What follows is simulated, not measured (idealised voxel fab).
process module | voxel gate over fins
cross-section cut | 180 nm wide | cells 5 nm
A cross-section is a grid of square cells, given in bands from the top down. A band is one or more rows of cells.
Each band's line starts with the height of the band's top and of its bottom, in nm. Then come its materials from left to right, each with its width in nm. One material with "throughout" fills the band from edge to edge. "air" is empty space.
Height 0 is the level under which the wafer as received is all one material. The lowest band goes on downwards, as in "0 down".
A width such as "30 to 40" changes by the same amount from each row of cells to the next, from the band's top row to its bottom row.
"no change" after a step means that no cell of the cross-section changed.
closed voids: empty space of 8 cells or more with no open way to the top, each as width x height at its distance from the left edge, in nm
after a step's settings: what the simulator itself notes on the step
overlay nm, on a step with a mask: how far to the right of its planned place the mask lay; to the left if negative
plan
1 op RECEIVE | material Si
2 op CONFORMAL_DEP | material SiN | thk nm 5
3 op MASKED_ETCH | tone cover | mask id FINS | width nm 15 | pitch nm 55 | etch materials SiN | depth nm 5 | overlay nm -10
4 op MASKED_ETCH | tone cover | mask id FINS | width nm 15 | pitch nm 55 | etch materials Si | depth nm 35 | overlay nm 0
5 op FILL_DEP | material SiO2 | thk nm 15
6 op CMP | height nm 5
7 op MASKED_ETCH | tone open | mask id RAIL | width nm 15 | etch materials SiO2 | depth nm 35 | overlay nm 0
8 op CONFORMAL_DEP | material TiN | thk nm 5
9 op FILL_DEP | material Ru | thk nm 5
10 op CMP | height nm 5
11 op SELECTIVE_ETCH | etch materials W Ru TiN | depth nm 20
12 op FILL_DEP | material SiO2 | thk nm 5
13 op CMP | height nm 5
14 op SELECTIVE_ETCH | etch materials SiO2 | depth nm 15
15 op STRIP | etch materials SiN
16 op CONFORMAL_DEP | material HfO2 | thk nm 5
17 op CONFORMAL_DEP | material TiN | thk nm 5
18 op FILL_DEP | material W | thk nm 10
19 op CMP | height nm 15
20 op CONFORMAL_DEP | material SiCN | thk nm 10
varied across the wafers: overlay nm of step 3. The plan shows the first wafer's value. All wafers start alike
first wafer as received, after step 1
  0 down: Si throughout
  closed voids: none
first wafer at the end, after step 20
  25 to 15: SiCN throughout
  15 to 10: W throughout
  10 to 5: W 5 | TiN 45 | W 10 | TiN 45 | W 10 | TiN 45 | W 20
  5 to 0: W 5 | TiN 5 | HfO2 35 | TiN 5 | W 10 | TiN 5 | HfO2 35 | TiN 5 | W 10 | TiN 5 | HfO2 35 | TiN 5 | W 20
  0 to -5: TiN 10 | HfO2 5 | Si 25 | HfO2 5 | TiN 20 | HfO2 5 | Si 25 | HfO2 5 | TiN 20 | HfO2 5 | Si 25 | HfO2 5 | TiN 25
  -5 to -10: HfO2 15 | Si 25 | HfO2 30 | Si 25 | HfO2 30 | Si 25 | HfO2 30
  -10 to -15: SiO2 15 | Si 25 | SiO2 30 | Si 25 | SiO2 30 | Si 25 | SiO2 30
  -15 to -25: SiO2 15 | Si 25 | SiO2 10 | TiN 5 | Ru 5 | TiN 5 | SiO2 5 | Si 25 | SiO2 30 | Si 25 | SiO2 30
  -25 to -30: SiO2 15 | Si 25 | SiO2 10 | TiN 15 | SiO2 5 | Si 25 | SiO2 30 | Si 25 | SiO2 30
  -30 to -35: SiO2 15 | Si 25 | SiO2 30 | Si 25 | SiO2 30 | Si 25 | SiO2 30
  -35 down: Si throughout
  closed voids: none
last wafer at the end
  25 to 15: SiCN throughout
  15 to 10: W throughout
  10 to 5: W 15 | TiN 50 | W 5 | TiN 50 | W 5 | TiN 50 | W 5
  5 to 0: W 15 | TiN 5 | HfO2 40 | TiN 5 | W 5 | TiN 5 | HfO2 40 | TiN 5 | W 5 | TiN 5 | HfO2 40 | TiN 5 | W 5
  0 to -5: TiN 20 | HfO2 5 | Si 30 | HfO2 5 | TiN 15 | HfO2 5 | Si 30 | HfO2 5 | TiN 15 | HfO2 5 | Si 30 | HfO2 5 | TiN 10
  -5 to -10: HfO2 25 | Si 30 | HfO2 25 | Si 30 | HfO2 25 | Si 30 | HfO2 15
  -10 to -15: SiO2 25 | Si 30 | SiO2 25 | Si 30 | SiO2 25 | Si 30 | SiO2 15
  -15 to -30: SiO2 25 | Si 30 | TiN 10 | SiO2 15 | Si 30 | SiO2 25 | Si 30 | SiO2 15
  -30 to -35: SiO2 25 | Si 30 | SiO2 25 | Si 30 | SiO2 25 | Si 30 | SiO2 15
  -35 down: Si throughout
  closed voids: none
each wafer at the end: cells of each material gained (+) or lost (-) since it was received, then its closed voids
overlay nm -10 | +48 HfO2 | +2 Ru | -147 Si | +72 SiCN | +96 SiO2 | +55 TiN | +54 W | closed voids: none
overlay nm -5 | +48 HfO2 | +2 Ru | -168 Si | +72 SiCN | +111 SiO2 | +55 TiN | +60 W | closed voids: none
overlay nm 0 | +48 HfO2 | +2 Ru | -189 Si | +72 SiCN | +126 SiO2 | +55 TiN | +66 W | closed voids: none
overlay nm 5 | +48 HfO2 | +2 Ru | -168 Si | +72 SiCN | +111 SiO2 | +55 TiN | +60 W | closed voids: none
overlay nm 10 | +48 HfO2 | +2 Ru | -147 Si | +72 SiCN | +96 SiO2 | +55 TiN | +54 W | closed voids: none
overlay nm 15 | +48 HfO2 | -126 Si | +72 SiCN | +84 SiO2 | +54 TiN | +48 W | closed voids: none
